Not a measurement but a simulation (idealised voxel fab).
voxel tone inversion: a process module
It is cross-section cut that appears here, measuring 170 nm in width, its square cells being 5 nm in size.
The cross-sections in this document take the form of a grid made of square cells. They are written out as bands, in order from top to bottom. Each band consists of one or more rows of cells. It is stipulated that each band's entry specify, in nanometres, the height of the top of the band and then that of its bottom, followed by the materials of the band in left-to-right sequence, each together with its width in nanometres. A single material marked by the word "edge to edge" is understood to fill the band from edge to edge; the word "empty" is understood to denote empty space. All heights in this document are referenced to 0, defined as the level beneath which the wafer, as received, consists entirely of one material. The lowest band is not bounded below; it extends indefinitely downward and is written in the form "0 nm and below". Per-row width for "30..40": begins at first number (top row of band), ends at second number (bottom row), increment between rows held constant. The cross-section has no changed cell in any step marked "no modifications". For the entry "Enclosed internal voids", the listed items are empty spaces with no open way to the top whose size is 8 cells or more; each item follows the pattern width x height at distance, where distance is from the left edge and all three are in nm. On each step's line, the part that comes after the settings is the simulator's own comment on the step. The line of a step may include "overlay nm". On a step with a mask, this value is how far to the right of its planned place the mask lay. A negative value means the mask lay to the left.

The steps planned for the process are as follows:
1: RECEIVE: material Si
2: CONFORMAL_DEP: material SiN, thk nm 10
3: DIRECTIONAL_DEP: material polySi, thk nm 20
4: PATTERN: tone cover, mask id POSTS, material resist, width nm 15, pitch nm 45, thk nm 25, overlay nm -15
5: DIRECTIONAL_ETCH: etch materials polySi, depth nm 20
6: STRIP: etch materials resist
7: FILL_DEP: material lowk, thk nm 10
8: CMP: height nm 30
9: STRIP: etch materials polySi
10: CONFORMAL_DEP: material TiN, thk nm 5
11: FILL_DEP: material Cu, thk nm 10
12: CMP: height nm 30
13: CONFORMAL_DEP: material SiCN, thk nm 5
All wafers enter the flow in the same state. The overlay nm at step 4 differs from wafer to wafer, and the plan gives the value for the first wafer.

The as-received cross-section of the first of several wafers corresponds to the state after step 1:
0 nm and below | Si edge to edge
Enclosed internal voids: none

First of several wafers: cross-section at the end of the module, after step 13, its last step:
35 nm to 30 nm | SiCN edge to edge
30 nm to 15 nm | lowk (15); TiN (5); Cu (5); TiN (5); lowk (30); TiN (5); Cu (5); TiN (5); lowk (30); TiN (5); Cu (5); TiN (5); lowk (50)
15 nm to 10 nm | lowk (15); TiN (15); lowk (30); TiN (15); lowk (30); TiN (15); lowk (50)
10 nm to 0 nm | SiN edge to edge
0 nm and below | Si edge to edge
Enclosed internal voids: none

Sectional view of the last wafer upon completion of the module:
35 nm to 30 nm | SiCN edge to edge
30 nm to 15 nm | lowk (45); TiN (5); Cu (5); TiN (5); lowk (30); TiN (5); Cu (5); TiN (5); lowk (30); TiN (5); Cu (5); TiN (5); lowk (20)
15 nm to 10 nm | lowk (45); TiN (15); lowk (30); TiN (15); lowk (30); TiN (15); lowk (20)
10 nm to 0 nm | SiN edge to edge
0 nm and below | Si edge to edge
Enclosed internal voids: none

Here is how to read the rows: every wafer has a row, and it shows the wafer at the end of the module, giving for each material how many cells were gained (+) or lost (-) since the wafer was received, then listing its closed voids:
overlay nm -15, +9 Cu, +34 SiCN, +68 SiN, +27 TiN, +100 lowk, Enclosed internal voids: none
overlay nm -10, +9 Cu, +34 SiCN, +68 SiN, +27 TiN, +100 lowk, Enclosed internal voids: none
overlay nm -5, +9 Cu, +34 SiCN, +68 SiN, +27 TiN, +100 lowk, Enclosed internal voids: none
overlay nm 0, +9 Cu, +34 SiCN, +68 SiN, +27 TiN, +100 lowk, Enclosed internal voids: none
overlay nm 5, +9 Cu, +34 SiCN, +68 SiN, +27 TiN, +100 lowk, Enclosed internal voids: none
overlay nm 10, +9 Cu, +34 SiCN, +68 SiN, +27 TiN, +100 lowk, Enclosed internal voids: none
overlay nm 15, +9 Cu, +34 SiCN, +68 SiN, +27 TiN, +100 lowk, Enclosed internal voids: none
